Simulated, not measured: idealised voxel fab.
Process module, titled voxel tone inversion
Cross-section cut spans 265 nm and uses square cells 5 nm in size.
We lay out every cross-section as a grid of square cells and spell it out in bands from the top down, where one band means one or more rows of cells. Heads up on the band format: heights come first, top then bottom, in nm. After that it's the materials left to right, each with its width in nm. A single material flagged "throughout" fills the whole band edge to edge, and "empty" means there's empty space there. Beneath 0, the wafer as received is one material, and that level is where height counting begins. The lowest band goes on downward without a bottom; it is written like "0 nm and below". A width such as "30->40" changes by the same amount from each row of cells to the next, from the band's top row to its bottom row. A step reported as "no alterations made" is a step in which no cell of the cross-section changed. Entry "Closed void listing" = empty spaces >= 8 cells with no open way to the top; each as width x height at distance, distance from left edge, all nm. Post-settings text on a step line: simulator's own remark regarding the step. "overlay nm" on a masked step: distance the mask lay right of its planned place, negative for left. Quick note on how to read the rest: it's all pairs. You get the cross-section before a process step and the one after, but the after one only goes down as far as the lowest band that changed. The step in between, with its settings, sits under the pair. Heads up, the pairs can come from different runs of this module on the same starting wafer, so don't assume a pair picks up from the one above unless its "Preceding state" entry says it does.

Preceding state
- 0 nm and below | Si throughout
- Closed void listing: none

State After Step
- 10 nm to 0 nm | SiN throughout
- Anything lower than 0 is untouched.
- Closed void listing: none
Going from one cross-section above to the next, the wafer undergoes CONFORMAL_DEP (material SiN; thk nm 10)

Preceding state: look at the pair above, its after cross-section is where this step starts.

State After Step
- 30 nm to 10 nm | polySi throughout
- Anything lower than 10 is untouched.
- Closed void listing: none
Going from one cross-section above to the next, the wafer undergoes DIRECTIONAL_DEP (material polySi; thk nm 20)

Preceding state: look at the pair above, its after cross-section is where this step starts.

State After Step
- 60 nm to 30 nm | 65 empty | 15 resist | 25 empty | 15 resist | 25 empty | 15 resist | 25 empty | 15 resist | 65 empty
- Anything lower than 30 is untouched.
- Closed void listing: none
Going from one cross-section above to the next, the wafer undergoes PATTERN (tone cover; mask id POSTS; material resist; width nm 15; pitch nm 40; thk nm 30; overlay nm 0)

Preceding state: look at the pair above, its after cross-section is where this step starts.

State After Step
- 60 nm to 30 nm | 65 empty | 15 resist | 25 empty | 15 resist | 25 empty | 15 resist | 25 empty | 15 resist | 65 empty
- 30 nm to 10 nm | 65 empty | 15 polySi | 25 empty | 15 polySi | 25 empty | 15 polySi | 25 empty | 15 polySi | 65 empty
- Anything lower than 10 is untouched.
- Closed void listing: none
Going from one cross-section above to the next, the wafer undergoes DIRECTIONAL_ETCH (etch materials polySi; depth nm 20)

Preceding state: look at the pair above, its after cross-section is where this step starts.

State After Step
- 30 nm to 10 nm | 65 empty | 15 polySi | 25 empty | 15 polySi | 25 empty | 15 polySi | 25 empty | 15 polySi | 65 empty
- Anything lower than 10 is untouched.
- Closed void listing: none
Going from one cross-section above to the next, the wafer undergoes STRIP (etch materials resist)

Preceding state: look at the pair above, its after cross-section is where this step starts.

State After Step
- 40 nm to 30 nm | lowk throughout
- 30 nm to 10 nm | 65 lowk | 15 polySi | 25 lowk | 15 polySi | 25 lowk | 15 polySi | 25 lowk | 15 polySi | 65 lowk
- Anything lower than 10 is untouched.
- Closed void listing: none
Going from one cross-section above to the next, the wafer undergoes FILL_DEP (material lowk; thk nm 10)

Preceding state: look at the pair above, its after cross-section is where this step starts.

State After Step
- 30 nm to 10 nm | 65 lowk | 15 polySi | 25 lowk | 15 polySi | 25 lowk | 15 polySi | 25 lowk | 15 polySi | 65 lowk
- Anything lower than 10 is untouched.
- Closed void listing: none
Going from one cross-section above to the next, the wafer undergoes CMP (height nm 30)

Preceding state: look at the pair above, its after cross-section is where this step starts.

State After Step
- 30 nm to 10 nm | 65 lowk | 15 empty | 25 lowk | 15 empty | 25 lowk | 15 empty | 25 lowk | 15 empty | 65 lowk
- Anything lower than 10 is untouched.
- Closed void listing: none
Going from one cross-section above to the next, the wafer undergoes STRIP (etch materials polySi)

Preceding state
- 0 nm and below | Si throughout
- Closed void listing: none

State After Step
- 20 nm to 0 nm | polySi throughout
- Anything lower than 0 is untouched.
- Closed void listing: none
Going from one cross-section above to the next, the wafer undergoes DIRECTIONAL_DEP (material polySi; thk nm 20)

Preceding state: look at the pair above, its after cross-section is where this step starts.

State After Step
- 50 nm to 20 nm | 65 empty | 15 resist | 25 empty | 15 resist | 25 empty | 15 resist | 25 empty | 15 resist | 65 empty
- Anything lower than 20 is untouched.
- Closed void listing: none
Going from one cross-section above to the next, the wafer undergoes PATTERN (tone cover; mask id POSTS; material resist; width nm 15; pitch nm 40; thk nm 30; overlay nm 0)

Preceding state: look at the pair above, its after cross-section is where this step starts.

State After Step
- 50 nm to 20 nm | 65 empty | 15 resist | 25 empty | 15 resist | 25 empty | 15 resist | 25 empty | 15 resist | 65 empty
- 20 nm to 0 nm | 65 empty | 15 polySi | 25 empty | 15 polySi | 25 empty | 15 polySi | 25 empty | 15 polySi | 65 empty
- Anything lower than 0 is untouched.
- Closed void listing: none
Going from one cross-section above to the next, the wafer undergoes DIRECTIONAL_ETCH (etch materials polySi; depth nm 20)

Preceding state: look at the pair above, its after cross-section is where this step starts.

State After Step
- 20 nm to 0 nm | 65 empty | 15 polySi | 25 empty | 15 polySi | 25 empty | 15 polySi | 25 empty | 15 polySi | 65 empty
- Anything lower than 0 is untouched.
- Closed void listing: none
Going from one cross-section above to the next, the wafer undergoes STRIP (etch materials resist)

Preceding state: look at the pair above, its after cross-section is where this step starts.

State After Step
- 30 nm to 20 nm | lowk throughout
- 20 nm to 0 nm | 65 lowk | 15 polySi | 25 lowk | 15 polySi | 25 lowk | 15 polySi | 25 lowk | 15 polySi | 65 lowk
- Anything lower than 0 is untouched.
- Closed void listing: none
Going from one cross-section above to the next, the wafer undergoes FILL_DEP (material lowk; thk nm 10)

Preceding state
- 40 nm to 30 nm | lowk throughout
- 30 nm to 10 nm | 65 lowk | 15 polySi | 25 lowk | 15 polySi | 25 lowk | 15 polySi | 25 lowk | 15 polySi | 65 lowk
- 10 nm to 0 nm | SiN throughout
- 0 nm and below | Si throughout
- Closed void listing: none

State After Step
- 50 nm to 30 nm | lowk throughout
- Anything lower than 30 is untouched.
- Closed void listing: none
Going from one cross-section above to the next, the wafer undergoes FILL_DEP (material lowk; thk nm 10)

Preceding state: look at the pair above, its after cross-section is where this step starts.

State After Step
- 30 nm to 10 nm | 65 lowk | 15 polySi | 25 lowk | 15 polySi | 25 lowk | 15 polySi | 25 lowk | 15 polySi | 65 lowk
- Anything lower than 10 is untouched.
- Closed void listing: none
Going from one cross-section above to the next, the wafer undergoes CMP (height nm 30)

Preceding state
- 20 nm to 0 nm | polySi throughout
- 0 nm and below | Si throughout
- Closed void listing: none

State After Step
- 30 nm to 20 nm | SiN throughout
- Anything lower than 20 is untouched.
- Closed void listing: none
Going from one cross-section above to the next, the wafer undergoes CONFORMAL_DEP (material SiN; thk nm 10)

Preceding state: look at the pair above, its after cross-section is where this step starts.

State After Step
- 60 nm to 30 nm | 65 empty | 15 resist | 25 empty | 15 resist | 25 empty | 15 resist | 25 empty | 15 resist | 65 empty
- Anything lower than 30 is untouched.
- Closed void listing: none
Going from one cross-section above to the next, the wafer undergoes PATTERN (tone cover; mask id POSTS; material resist; width nm 15; pitch nm 40; thk nm 30; overlay nm 0)

Preceding state: look at the pair above, its after cross-section is where this step starts.

State After Step
- 30 nm to 20 nm | SiN throughout
- Anything lower than 20 is untouched.
- Closed void listing: none
Going from one cross-section above to the next, the wafer undergoes STRIP (etch materials resist)

Preceding state: look at the pair above, its after cross-section is where this step starts.

State After Step
- 40 nm to 30 nm | lowk throughout
- Anything lower than 30 is untouched.
- Closed void listing: none
Going from one cross-section above to the next, the wafer undergoes FILL_DEP (material lowk; thk nm 10)

Preceding state: look at the pair above, its after cross-section is where this step starts.

State After Step
- 30 nm to 20 nm | SiN throughout
- Anything lower than 20 is untouched.
- Closed void listing: none
Going from one cross-section above to the next, the wafer undergoes CMP (height nm 30)

Preceding state
- 40 nm to 30 nm | lowk throughout
- 30 nm to 10 nm | 65 lowk | 15 polySi | 25 lowk | 15 polySi | 25 lowk | 15 polySi | 25 lowk | 15 polySi | 65 lowk
- 10 nm to 0 nm | SiN throughout
- 0 nm and below | Si throughout
- Closed void listing: none

State After Step
- 35 nm to 30 nm | lowk throughout
- Anything lower than 30 is untouched.
- Closed void listing: none
Going from one cross-section above to the next, the wafer undergoes CMP (height nm 35)

Preceding state
- 30 nm to 10 nm | polySi throughout
- 10 nm to 0 nm | SiN throughout
- 0 nm and below | Si throughout
- Closed void listing: none

State After Step
- 60 nm to 30 nm | 65 empty | 20 resist | 20 empty | 20 resist | 20 empty | 20 resist | 20 empty | 20 resist | 60 empty
- Anything lower than 30 is untouched.
- Closed void listing: none
Going from one cross-section above to the next, the wafer undergoes PATTERN (tone cover; mask id POSTS; material resist; width nm 20; pitch nm 40; thk nm 30; overlay nm 0)

Preceding state: look at the pair above, its after cross-section is where this step starts.

State After Step
- 60 nm to 30 nm | 65 empty | 20 resist | 20 empty | 20 resist | 20 empty | 20 resist | 20 empty | 20 resist | 60 empty
- 30 nm to 10 nm | 65 empty | 20 polySi | 20 empty | 20 polySi | 20 empty | 20 polySi | 20 empty | 20 polySi | 60 empty
- Anything lower than 10 is untouched.
- Closed void listing: none
Going from one cross-section above to the next, the wafer undergoes DIRECTIONAL_ETCH (etch materials polySi; depth nm 20)

Preceding state: look at the pair above, its after cross-section is where this step starts.

State After Step
- 30 nm to 10 nm | 65 empty | 20 polySi | 20 empty | 20 polySi | 20 empty | 20 polySi | 20 empty | 20 polySi | 60 empty
- Anything lower than 10 is untouched.
- Closed void listing: none
Going from one cross-section above to the next, the wafer undergoes STRIP (etch materials resist)

Preceding state: look at the pair above, its after cross-section is where this step starts.

State After Step
- 40 nm to 30 nm | lowk throughout
- 30 nm to 10 nm | 65 lowk | 20 polySi | 20 lowk | 20 polySi | 20 lowk | 20 polySi | 20 lowk | 20 polySi | 60 lowk
- Anything lower than 10 is untouched.
- Closed void listing: none
Going from one cross-section above to the next, the wafer undergoes FILL_DEP (material lowk; thk nm 10)

Preceding state: look at the pair above, its after cross-section is where this step starts.

State After Step
- 30 nm to 10 nm | 65 lowk | 20 polySi | 20 lowk | 20 polySi | 20 lowk | 20 polySi | 20 lowk | 20 polySi | 60 lowk
- Anything lower than 10 is untouched.
- Closed void listing: none
Going from one cross-section above to the next, the wafer undergoes CMP (height nm 30)

Preceding state: look at the pair above, its after cross-section is where this step starts.

State After Step
- 30 nm to 10 nm | 65 lowk | 20 empty | 20 lowk | 20 empty | 20 lowk | 20 empty | 20 lowk | 20 empty | 60 lowk
- Anything lower than 10 is untouched.
- Closed void listing: none
Going from one cross-section above to the next, the wafer undergoes STRIP (etch materials polySi)

Preceding state
- 30 nm to 10 nm | polySi throughout
- 10 nm to 0 nm | SiN throughout
- 0 nm and below | Si throughout
- Closed void listing: none

State After Step
- 60 nm to 30 nm | 55 empty | 15 resist | 25 empty | 15 resist | 25 empty | 15 resist | 25 empty | 15 resist | 75 empty
- Anything lower than 30 is untouched.
- Closed void listing: none
Going from one cross-section above to the next, the wafer undergoes PATTERN (tone cover; mask id POSTS; material resist; width nm 15; pitch nm 40; thk nm 30; overlay nm -10)

Preceding state: look at the pair above, its after cross-section is where this step starts.

State After Step
- 60 nm to 30 nm | 55 empty | 15 resist | 25 empty | 15 resist | 25 empty | 15 resist | 25 empty | 15 resist | 75 empty
- 30 nm to 10 nm | 55 empty | 15 polySi | 25 empty | 15 polySi | 25 empty | 15 polySi | 25 empty | 15 polySi | 75 empty
- Anything lower than 10 is untouched.
- Closed void listing: none
Going from one cross-section above to the next, the wafer undergoes DIRECTIONAL_ETCH (etch materials polySi; depth nm 20)

Preceding state: look at the pair above, its after cross-section is where this step starts.

State After Step
- 30 nm to 10 nm | 55 empty | 15 polySi | 25 empty | 15 polySi | 25 empty | 15 polySi | 25 empty | 15 polySi | 75 empty
- Anything lower than 10 is untouched.
- Closed void listing: none
Going from one cross-section above to the next, the wafer undergoes STRIP (etch materials resist)

Preceding state: look at the pair above, its after cross-section is where this step starts.

State After Step
- 40 nm to 30 nm | lowk throughout
- 30 nm to 10 nm | 55 lowk | 15 polySi | 25 lowk | 15 polySi | 25 lowk | 15 polySi | 25 lowk | 15 polySi | 75 lowk
- Anything lower than 10 is untouched.
- Closed void listing: none
Going from one cross-section above to the next, the wafer undergoes FILL_DEP (material lowk; thk nm 10)

Preceding state: look at the pair above, its after cross-section is where this step starts.

State After Step
- 30 nm to 10 nm | 55 lowk | 15 polySi | 25 lowk | 15 polySi | 25 lowk | 15 polySi | 25 lowk | 15 polySi | 75 lowk
- Anything lower than 10 is untouched.
- Closed void listing: none
Going from one cross-section above to the next, the wafer undergoes CMP (height nm 30)

Preceding state: look at the pair above, its after cross-section is where this step starts.

State After Step
- 30 nm to 10 nm | 55 lowk | 15 empty | 25 lowk | 15 empty | 25 lowk | 15 empty | 25 lowk | 15 empty | 75 lowk
- Anything lower than 10 is untouched.
- Closed void listing: none
Going from one cross-section above to the next, the wafer undergoes STRIP (etch materials polySi)

Preceding state
- 30 nm to 10 nm | 65 lowk | 15 polySi | 25 lowk | 15 polySi | 25 lowk | 15 polySi | 25 lowk | 15 polySi | 65 lowk
- 10 nm to 0 nm | SiN throughout
- 0 nm and below | Si throughout
- Closed void listing: none

State After Step
- 30 nm to 10 nm | 65 empty | 15 polySi | 25 empty | 15 polySi | 25 empty | 15 polySi | 25 empty | 15 polySi | 65 empty
- Anything lower than 10 is untouched.
- Closed void listing: none
Going from one cross-section above to the next, the wafer undergoes STRIP (etch materials lowk)

Preceding state
- 30 nm to 10 nm | polySi throughout
- 10 nm to 0 nm | SiN throughout
- 0 nm and below | Si throughout
- Closed void listing: none

State After Step
- 60 nm to 30 nm | 65 resist | 15 empty | 25 resist | 15 empty | 25 resist | 15 empty | 25 resist | 15 empty | 65 resist
- Anything lower than 30 is untouched.
- Closed void listing: none
Going from one cross-section above to the next, the wafer undergoes PATTERN (tone open; mask id POSTS; material resist; width nm 15; pitch nm 40; thk nm 30; overlay nm 0)

Preceding state: look at the pair above, its after cross-section is where this step starts.

State After Step
- 60 nm to 30 nm | 65 resist | 15 empty | 25 resist | 15 empty | 25 resist | 15 empty | 25 resist | 15 empty | 65 resist
- 30 nm to 10 nm | 65 polySi | 15 empty | 25 polySi | 15 empty | 25 polySi | 15 empty | 25 polySi | 15 empty | 65 polySi
- Anything lower than 10 is untouched.
- Closed void listing: none
Going from one cross-section above to the next, the wafer undergoes DIRECTIONAL_ETCH (etch materials polySi; depth nm 20)

Preceding state: look at the pair above, its after cross-section is where this step starts.

State After Step
- 30 nm to 10 nm | 65 polySi | 15 empty | 25 polySi | 15 empty | 25 polySi | 15 empty | 25 polySi | 15 empty | 65 polySi
- Anything lower than 10 is untouched.
- Closed void listing: none
Going from one cross-section above to the next, the wafer undergoes STRIP (etch materials resist)

Preceding state: look at the pair above, its after cross-section is where this step starts.

State After Step
- 40 nm to 30 nm | lowk throughout
- 30 nm to 10 nm | 65 polySi | 15 lowk | 25 polySi | 15 lowk | 25 polySi | 15 lowk | 25 polySi | 15 lowk | 65 polySi
- Anything lower than 10 is untouched.
- Closed void listing: none
Going from one cross-section above to the next, the wafer undergoes FILL_DEP (material lowk; thk nm 10)

Preceding state: look at the pair above, its after cross-section is where this step starts.

State After Step
- 30 nm to 10 nm | 65 polySi | 15 lowk | 25 polySi | 15 lowk | 25 polySi | 15 lowk | 25 polySi | 15 lowk | 65 polySi
- Anything lower than 10 is untouched.
- Closed void listing: none
Going from one cross-section above to the next, the wafer undergoes CMP (height nm 30)

Preceding state: look at the pair above, its after cross-section is where this step starts.

State After Step
- 30 nm to 10 nm | 65 empty | 15 lowk | 25 empty | 15 lowk | 25 empty | 15 lowk | 25 empty | 15 lowk | 65 empty
- Anything lower than 10 is untouched.
- Closed void listing: none
Going from one cross-section above to the next, the wafer undergoes STRIP (etch materials polySi)
